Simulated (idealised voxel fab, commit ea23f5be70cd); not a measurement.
process module | voxel transistor to metal
cross-section cut | 145 nm wide | cells 5 nm
A cross-section is a grid of square cells, given in bands from the top down. A band is one or more rows of cells.
Each band's line starts with the height of the band's top and of its bottom, in nm. Then come its materials from left to right, each with its width in nm. One material with "throughout" fills the band from edge to edge. "air" is empty space.
Height 0 is the level under which the wafer as received is all one material. The lowest band goes on downwards, as in "0 down".
A width such as "30 to 40" changes by the same amount from each row of cells to the next, from the band's top row to its bottom row.
"no change" after a step means that no cell of the cross-section changed.
closed voids: empty space of 8 cells or more with no open way to the top, each as width x height at its distance from the left edge, in nm
after a step's settings: what the simulator itself notes on the step
overlay nm, on a step with a mask: how far to the right of its planned place the mask lay; to the left if negative
plan
1 op RECEIVE | material Si
2 op CONFORMAL_DEP | material SiO2 | thk nm 5
3 op CONFORMAL_DEP | material SiN | thk nm 10
4 op MASKED_ETCH | tone cover | mask id ACTIVE | width nm 95 | etch materials SiN | depth nm 10 | overlay nm 0
5 op MASKED_ETCH | tone cover | mask id ACTIVE | width nm 95 | etch materials SiO2 | depth nm 5 | overlay nm 0
6 op MASKED_ETCH | tone cover | mask id ACTIVE | width nm 95 | etch materials Si | depth nm 35 | overlay nm 0
7 op OXIDIZE | depth nm 5
8 op FILL_DEP | material SiO2 | thk nm 15
9 op CMP | height nm 15
10 op SELECTIVE_ETCH | etch materials SiO2 | depth nm 10
11 op STRIP | etch materials SiN
12 op SELECTIVE_ETCH | etch materials SiO2 | depth nm 5
13 op OXIDIZE | depth nm 5
14 op DIRECTIONAL_DEP | material polySi | thk nm 30
15 op DIRECTIONAL_DEP | material SiCN | thk nm 10
16 op MASKED_ETCH | tone cover | mask id GATE | width nm 25 | etch materials SiCN | depth nm 20 | overlay nm 0
17 op MASKED_ETCH | tone cover | mask id GATE | width nm 25 | etch materials polySi | depth nm 40 | overlay nm 0
18 op CONFORMAL_DEP | material SiN | thk nm 5
19 op DIRECTIONAL_ETCH | etch materials SiN | depth nm 5
20 op DIRECTIONAL_ETCH | etch materials SiO2 | depth nm 5
21 op EPI | material SiGe | thk nm 5
22 op FILL_DEP | material SiO2 | thk nm 5
23 op CMP | height nm 40
24 op DIRECTIONAL_DEP | material SiO2 | thk nm 10
25 op PATTERN | tone open | mask id CONTACT | material resist | width nm 15 | pitch nm 70 | thk nm 20 | overlay nm 0
26 op DIRECTIONAL_ETCH | etch materials SiO2 | depth nm 50
27 op STRIP | etch materials resist
28 op CONFORMAL_DEP | material TiN | thk nm 5
29 op FILL_DEP | material W | thk nm 10
30 op CMP | height nm 50
31 op CONFORMAL_DEP | material SiCN | thk nm 5
32 op DIRECTIONAL_DEP | material lowk | thk nm 25
33 op DIRECTIONAL_DEP | material aC | thk nm 15
34 op PATTERN | tone open | mask id METAL_1 | material resist | width nm 15 | pitch nm 70 | thk nm 30 | overlay nm 0
35 op DIRECTIONAL_ETCH | etch materials aC | depth nm 15
36 op STRIP | etch materials resist
37 op DIRECTIONAL_ETCH | etch materials lowk | depth nm 25
38 op DIRECTIONAL_ETCH | etch materials SiCN | depth nm 5
39 op STRIP | etch materials aC
40 op CONFORMAL_DEP | material TiN | thk nm 5
41 op FILL_DEP | material Ru | thk nm 10
42 op CMP | height nm 80
43 op CONFORMAL_DEP | material SiCN | thk nm 5
44 op DIRECTIONAL_DEP | material lowk | thk nm 35
45 op PATTERN | tone open | mask id METAL_2 | material resist | width nm 15 | pitch nm 70 | thk nm 15 | overlay nm 0
46 op DIRECTIONAL_ETCH | etch materials lowk | depth nm 20
47 op STRIP | etch materials resist
48 op MASKED_ETCH | tone open | mask id METAL_2_HOLES | width nm 15 | pitch nm 70 | etch materials lowk | depth nm 15 | overlay nm 0
49 op MASKED_ETCH | tone open | mask id METAL_2_HOLES | width nm 15 | pitch nm 70 | etch materials SiCN | depth nm 5 | overlay nm 0
50 op CONFORMAL_DEP | material TiN | thk nm 5
51 op FILL_DEP | material Ru | thk nm 10
52 op CMP | height nm 120
53 op CONFORMAL_DEP | material SiN | thk nm 5
first wafer, as planned
as received, after step 1
  0 down: Si throughout
  closed voids: none
after step 2
  5 to 0: SiO2 throughout
  below 0: unchanged
after step 3
  15 to 5: SiN throughout
  below 5: unchanged
after step 4
  15 to 5: air 25 | SiN 95 | air 25
  below 5: unchanged
after step 5
  15 to 5: air 25 | SiN 95 | air 25
  5 to 0: air 25 | SiO2 95 | air 25
  below 0: unchanged
after step 6
  15 to 5: air 25 | SiN 95 | air 25
  5 to 0: air 25 | SiO2 95 | air 25
  0 to -35: air 25 | Si 95 | air 25
  below -35: unchanged
after step 7
  15 to 5: air 25 | SiN 95 | air 25
  5 to 0: air 25 | SiO2 95 | air 25
  0 to -35: air 25 | SiO2 5 | Si 85 | SiO2 5 | air 25
  -35 to -40: SiO2 30 | Si 85 | SiO2 30
  below -40: unchanged
after step 8
  30 to 15: SiO2 throughout
  15 to 5: SiO2 25 | SiN 95 | SiO2 25
  5 to 0: SiO2 throughout
  0 to -40: SiO2 30 | Si 85 | SiO2 30
  below -40: unchanged
after step 9
  15 to 5: SiO2 25 | SiN 95 | SiO2 25
  below 5: unchanged
after step 10
  15 to 5: air 25 | SiN 95 | air 25
  below 5: unchanged
after step 11
  5 to 0: SiO2 throughout
  below 0: unchanged
after step 12
  0 to -40: SiO2 30 | Si 85 | SiO2 30
  below -40: unchanged
after step 13
  0 to -5: SiO2 throughout
  below -5: unchanged
after step 14
  30 to 0: polySi throughout
  below 0: unchanged
after step 15
  40 to 30: SiCN throughout
  below 30: unchanged
after step 16
  40 to 30: air 60 | SiCN 25 | air 60
  below 30: unchanged
after step 17
  40 to 30: air 60 | SiCN 25 | air 60
  30 to 0: air 60 | polySi 25 | air 60
  below 0: unchanged
after step 18
  45 to 40: air 55 | SiN 35 | air 55
  40 to 30: air 55 | SiN 5 | SiCN 25 | SiN 5 | air 55
  30 to 5: air 55 | SiN 5 | polySi 25 | SiN 5 | air 55
  5 to 0: SiN 60 | polySi 25 | SiN 60
  below 0: unchanged
after step 19
  40 to 30: air 55 | SiN 5 | SiCN 25 | SiN 5 | air 55
  30 to 0: air 55 | SiN 5 | polySi 25 | SiN 5 | air 55
  below 0: unchanged
after step 20
  40 to 30: air 55 | SiN 5 | SiCN 25 | SiN 5 | air 55
  30 to 0: air 55 | SiN 5 | polySi 25 | SiN 5 | air 55
  0 to -5: air 55 | SiO2 35 | air 55
  below -5: unchanged
after step 21
  40 to 30: air 55 | SiN 5 | SiCN 25 | SiN 5 | air 55
  30 to 0: air 55 | SiN 5 | polySi 25 | SiN 5 | air 55
  0 to -5: air 25 | SiGe 30 | SiO2 35 | SiGe 30 | air 25
  below -5: unchanged
after step 22
  45 to 40: SiO2 throughout
  40 to 30: SiO2 55 | SiN 5 | SiCN 25 | SiN 5 | SiO2 55
  30 to 0: SiO2 55 | SiN 5 | polySi 25 | SiN 5 | SiO2 55
  0 to -5: SiO2 25 | SiGe 30 | SiO2 35 | SiGe 30 | SiO2 25
  below -5: unchanged
after step 23
  40 to 30: SiO2 55 | SiN 5 | SiCN 25 | SiN 5 | SiO2 55
  below 30: unchanged
after step 24
  50 to 40: SiO2 throughout
  below 40: unchanged
after step 25
  70 to 50: resist 30 | air 15 | resist 55 | air 15 | resist 30
  below 50: unchanged
after step 26
  70 to 50: resist 30 | air 15 | resist 55 | air 15 | resist 30
  50 to 40: SiO2 30 | air 15 | SiO2 55 | air 15 | SiO2 30
  40 to 30: SiO2 30 | air 15 | SiO2 10 | SiN 5 | SiCN 25 | SiN 5 | SiO2 10 | air 15 | SiO2 30
  30 to 0: SiO2 30 | air 15 | SiO2 10 | SiN 5 | polySi 25 | SiN 5 | SiO2 10 | air 15 | SiO2 30
  below 0: unchanged
after step 27
  50 to 40: SiO2 30 | air 15 | SiO2 55 | air 15 | SiO2 30
  below 40: unchanged
after step 28
  55 to 50: TiN 35 | air 5 | TiN 65 | air 5 | TiN 35
  50 to 40: SiO2 30 | TiN 5 | air 5 | TiN 5 | SiO2 55 | TiN 5 | air 5 | TiN 5 | SiO2 30
  40 to 30: SiO2 30 | TiN 5 | air 5 | TiN 5 | SiO2 10 | SiN 5 | SiCN 25 | SiN 5 | SiO2 10 | TiN 5 | air 5 | TiN 5 | SiO2 30
  30 to 5: SiO2 30 | TiN 5 | air 5 | TiN 5 | SiO2 10 | SiN 5 | polySi 25 | SiN 5 | SiO2 10 | TiN 5 | air 5 | TiN 5 | SiO2 30
  5 to 0: SiO2 30 | TiN 15 | SiO2 10 | SiN 5 | polySi 25 | SiN 5 | SiO2 10 | TiN 15 | SiO2 30
  below 0: unchanged
after step 29
  65 to 55: W throughout
  55 to 50: TiN 35 | W 5 | TiN 65 | W 5 | TiN 35
  50 to 40: SiO2 30 | TiN 5 | W 5 | TiN 5 | SiO2 55 | TiN 5 | W 5 | TiN 5 | SiO2 30
  40 to 30: SiO2 30 | TiN 5 | W 5 | TiN 5 | SiO2 10 | SiN 5 | SiCN 25 | SiN 5 | SiO2 10 | TiN 5 | W 5 | TiN 5 | SiO2 30
  30 to 5: SiO2 30 | TiN 5 | W 5 | TiN 5 | SiO2 10 | SiN 5 | polySi 25 | SiN 5 | SiO2 10 | TiN 5 | W 5 | TiN 5 | SiO2 30
  below 5: unchanged
after step 30
  50 to 40: SiO2 30 | TiN 5 | W 5 | TiN 5 | SiO2 55 | TiN 5 | W 5 | TiN 5 | SiO2 30
  below 40: unchanged
after step 31
  55 to 50: SiCN throughout
  below 50: unchanged
after step 32
  80 to 55: lowk throughout
  below 55: unchanged
after step 33
  95 to 80: aC throughout
  below 80: unchanged
after step 34
  125 to 95: resist 30 | air 15 | resist 55 | air 15 | resist 30
  below 95: unchanged
after step 35
  110 to 95: resist 30 | air 15 | resist 55 | air 15 | resist 30
  95 to 80: aC 30 | air 15 | aC 55 | air 15 | aC 30
  below 80: unchanged
after step 36
  95 to 80: aC 30 | air 15 | aC 55 | air 15 | aC 30
  below 80: unchanged
after step 37
  95 to 80: aC 30 | air 15 | aC 55 | air 15 | aC 30
  80 to 55: lowk 30 | air 15 | lowk 55 | air 15 | lowk 30
  below 55: unchanged
after step 38
  95 to 80: aC 30 | air 15 | aC 55 | air 15 | aC 30
  80 to 55: lowk 30 | air 15 | lowk 55 | air 15 | lowk 30
  55 to 50: SiCN 30 | air 15 | SiCN 55 | air 15 | SiCN 30
  below 50: unchanged
after step 39
  80 to 55: lowk 30 | air 15 | lowk 55 | air 15 | lowk 30
  below 55: unchanged
after step 40
  85 to 80: TiN 35 | air 5 | TiN 65 | air 5 | TiN 35
  80 to 55: lowk 30 | TiN 5 | air 5 | TiN 5 | lowk 55 | TiN 5 | air 5 | TiN 5 | lowk 30
  55 to 50: SiCN 30 | TiN 15 | SiCN 55 | TiN 15 | SiCN 30
  below 50: unchanged
after step 41
  95 to 85: Ru throughout
  85 to 80: TiN 35 | Ru 5 | TiN 65 | Ru 5 | TiN 35
  80 to 55: lowk 30 | TiN 5 | Ru 5 | TiN 5 | lowk 55 | TiN 5 | Ru 5 | TiN 5 | lowk 30
  below 55: unchanged
after step 42
  80 to 55: lowk 30 | TiN 5 | Ru 5 | TiN 5 | lowk 55 | TiN 5 | Ru 5 | TiN 5 | lowk 30
  below 55: unchanged
after step 43
  85 to 80: SiCN throughout
  below 80: unchanged
after step 44
  120 to 85: lowk throughout
  below 85: unchanged
after step 45
  135 to 120: resist 30 | air 15 | resist 55 | air 15 | resist 30
  below 120: unchanged
after step 46
  135 to 120: resist 30 | air 15 | resist 55 | air 15 | resist 30
  120 to 100: lowk 30 | air 15 | lowk 55 | air 15 | lowk 30
  below 100: unchanged
after step 47
  120 to 100: lowk 30 | air 15 | lowk 55 | air 15 | lowk 30
  below 100: unchanged
after step 48
  120 to 85: lowk 30 | air 15 | lowk 55 | air 15 | lowk 30
  below 85: unchanged
after step 49
  120 to 85: lowk 30 | air 15 | lowk 55 | air 15 | lowk 30
  85 to 80: SiCN 30 | air 15 | SiCN 55 | air 15 | SiCN 30
  below 80: unchanged
after step 50
  125 to 120: TiN 35 | air 5 | TiN 65 | air 5 | TiN 35
  120 to 85: lowk 30 | TiN 5 | air 5 | TiN 5 | lowk 55 | TiN 5 | air 5 | TiN 5 | lowk 30
  85 to 80: SiCN 30 | TiN 15 | SiCN 55 | TiN 15 | SiCN 30
  below 80: unchanged
after step 51
  135 to 125: Ru throughout
  125 to 120: TiN 35 | Ru 5 | TiN 65 | Ru 5 | TiN 35
  120 to 85: lowk 30 | TiN 5 | Ru 5 | TiN 5 | lowk 55 | TiN 5 | Ru 5 | TiN 5 | lowk 30
  below 85: unchanged
after step 52
  120 to 85: lowk 30 | TiN 5 | Ru 5 | TiN 5 | lowk 55 | TiN 5 | Ru 5 | TiN 5 | lowk 30
  below 85: unchanged
after step 53
  125 to 120: SiN throughout
  below 120: unchanged
second wafer: like start, like plan, one mistake. Through step 24 it matches the first wafer
when step 25 should have ended
  70 to 50: resist 25 | air 15 | resist 55 | air 15 | resist 35
  below 50: unchanged
when step 26 should have ended
  70 to 50: resist 25 | air 15 | resist 55 | air 15 | resist 35
  50 to 40: SiO2 25 | air 15 | SiO2 55 | air 15 | SiO2 35
  40 to 30: SiO2 25 | air 15 | SiO2 15 | SiN 5 | SiCN 25 | SiN 5 | SiO2 5 | air 15 | SiO2 35
  30 to 0: SiO2 25 | air 15 | SiO2 15 | SiN 5 | polySi 25 | SiN 5 | SiO2 5 | air 15 | SiO2 35
  below 0: unchanged
when step 27 should have ended
  50 to 40: SiO2 25 | air 15 | SiO2 55 | air 15 | SiO2 35
  below 40: unchanged
when step 28 should have ended
  55 to 50: TiN 30 | air 5 | TiN 65 | air 5 | TiN 40
  50 to 40: SiO2 25 | TiN 5 | air 5 | TiN 5 | SiO2 55 | TiN 5 | air 5 | TiN 5 | SiO2 35
  40 to 30: SiO2 25 | TiN 5 | air 5 | TiN 5 | SiO2 15 | SiN 5 | SiCN 25 | SiN 5 | SiO2 5 | TiN 5 | air 5 | TiN 5 | SiO2 35
  30 to 5: SiO2 25 | TiN 5 | air 5 | TiN 5 | SiO2 15 | SiN 5 | polySi 25 | SiN 5 | SiO2 5 | TiN 5 | air 5 | TiN 5 | SiO2 35
  5 to 0: SiO2 25 | TiN 15 | SiO2 15 | SiN 5 | polySi 25 | SiN 5 | SiO2 5 | TiN 15 | SiO2 35
  below 0: unchanged
when step 29 should have ended
  65 to 55: W throughout
  55 to 50: TiN 30 | W 5 | TiN 65 | W 5 | TiN 40
  50 to 40: SiO2 25 | TiN 5 | W 5 | TiN 5 | SiO2 55 | TiN 5 | W 5 | TiN 5 | SiO2 35
  40 to 30: SiO2 25 | TiN 5 | W 5 | TiN 5 | SiO2 15 | SiN 5 | SiCN 25 | SiN 5 | SiO2 5 | TiN 5 | W 5 | TiN 5 | SiO2 35
  30 to 5: SiO2 25 | TiN 5 | W 5 | TiN 5 | SiO2 15 | SiN 5 | polySi 25 | SiN 5 | SiO2 5 | TiN 5 | W 5 | TiN 5 | SiO2 35
  below 5: unchanged
when step 30 should have ended
  50 to 40: SiO2 25 | TiN 5 | W 5 | TiN 5 | SiO2 55 | TiN 5 | W 5 | TiN 5 | SiO2 35
  below 40: unchanged
when step 31 should have ended
  55 to 50: SiCN throughout
  below 50: unchanged
when step 32 should have ended
  80 to 55: lowk throughout
  below 55: unchanged
when step 33 should have ended
  95 to 80: aC throughout
  below 80: unchanged
when step 34 should have ended
  125 to 95: resist 30 | air 15 | resist 55 | air 15 | resist 30
  below 95: unchanged
when step 35 should have ended
  110 to 95: resist 30 | air 15 | resist 55 | air 15 | resist 30
  95 to 80: aC 30 | air 15 | aC 55 | air 15 | aC 30
  below 80: unchanged
when step 36 should have ended
  95 to 80: aC 30 | air 15 | aC 55 | air 15 | aC 30
  below 80: unchanged
when step 37 should have ended
  95 to 80: aC 30 | air 15 | aC 55 | air 15 | aC 30
  80 to 55: lowk 30 | air 15 | lowk 55 | air 15 | lowk 30
  below 55: unchanged
when step 38 should have ended
  95 to 80: aC 30 | air 15 | aC 55 | air 15 | aC 30
  80 to 55: lowk 30 | air 15 | lowk 55 | air 15 | lowk 30
  55 to 50: SiCN 30 | air 15 | SiCN 55 | air 15 | SiCN 30
  below 50: unchanged
when step 39 should have ended
  80 to 55: lowk 30 | air 15 | lowk 55 | air 15 | lowk 30
  below 55: unchanged
when step 40 should have ended
  85 to 80: TiN 35 | air 5 | TiN 65 | air 5 | TiN 35
  80 to 55: lowk 30 | TiN 5 | air 5 | TiN 5 | lowk 55 | TiN 5 | air 5 | TiN 5 | lowk 30
  55 to 50: SiCN 30 | TiN 15 | SiCN 55 | TiN 15 | SiCN 30
  below 50: unchanged
when step 41 should have ended
  95 to 85: Ru throughout
  85 to 80: TiN 35 | Ru 5 | TiN 65 | Ru 5 | TiN 35
  80 to 55: lowk 30 | TiN 5 | Ru 5 | TiN 5 | lowk 55 | TiN 5 | Ru 5 | TiN 5 | lowk 30
  below 55: unchanged
when step 42 should have ended
  80 to 55: lowk 30 | TiN 5 | Ru 5 | TiN 5 | lowk 55 | TiN 5 | Ru 5 | TiN 5 | lowk 30
  below 55: unchanged
when step 43 should have ended
  85 to 80: SiCN throughout
  below 80: unchanged
when step 44 should have ended
  120 to 85: lowk throughout
  below 85: unchanged
when step 45 should have ended
  135 to 120: resist 30 | air 15 | resist 55 | air 15 | resist 30
  below 120: unchanged
when step 46 should have ended
  135 to 120: resist 30 | air 15 | resist 55 | air 15 | resist 30
  120 to 100: lowk 30 | air 15 | lowk 55 | air 15 | lowk 30
  below 100: unchanged
when step 47 should have ended
  120 to 100: lowk 30 | air 15 | lowk 55 | air 15 | lowk 30
  below 100: unchanged
when step 48 should have ended
  120 to 85: lowk 30 | air 15 | lowk 55 | air 15 | lowk 30
  below 85: unchanged
when step 49 should have ended
  120 to 85: lowk 30 | air 15 | lowk 55 | air 15 | lowk 30
  85 to 80: SiCN 30 | air 15 | SiCN 55 | air 15 | SiCN 30
  below 80: unchanged
when step 50 should have ended
  125 to 120: TiN 35 | air 5 | TiN 65 | air 5 | TiN 35
  120 to 85: lowk 30 | TiN 5 | air 5 | TiN 5 | lowk 55 | TiN 5 | air 5 | TiN 5 | lowk 30
  85 to 80: SiCN 30 | TiN 15 | SiCN 55 | TiN 15 | SiCN 30
  below 80: unchanged
when step 51 should have ended
  135 to 125: Ru throughout
  125 to 120: TiN 35 | Ru 5 | TiN 65 | Ru 5 | TiN 35
  120 to 85: lowk 30 | TiN 5 | Ru 5 | TiN 5 | lowk 55 | TiN 5 | Ru 5 | TiN 5 | lowk 30
  below 85: unchanged
when step 52 should have ended
  120 to 85: lowk 30 | TiN 5 | Ru 5 | TiN 5 | lowk 55 | TiN 5 | Ru 5 | TiN 5 | lowk 30
  below 85: unchanged
when step 53 should have ended
  125 to 120: SiN throughout
  below 120: unchanged
what went wrong: step 25 ran as: op PATTERN | tone open | mask id CONTACT | material resist | width nm 15 | pitch nm 70 | thk nm 20 | overlay nm -5
at the end the second wafer has, in cells: as many of each material as the first, in other places
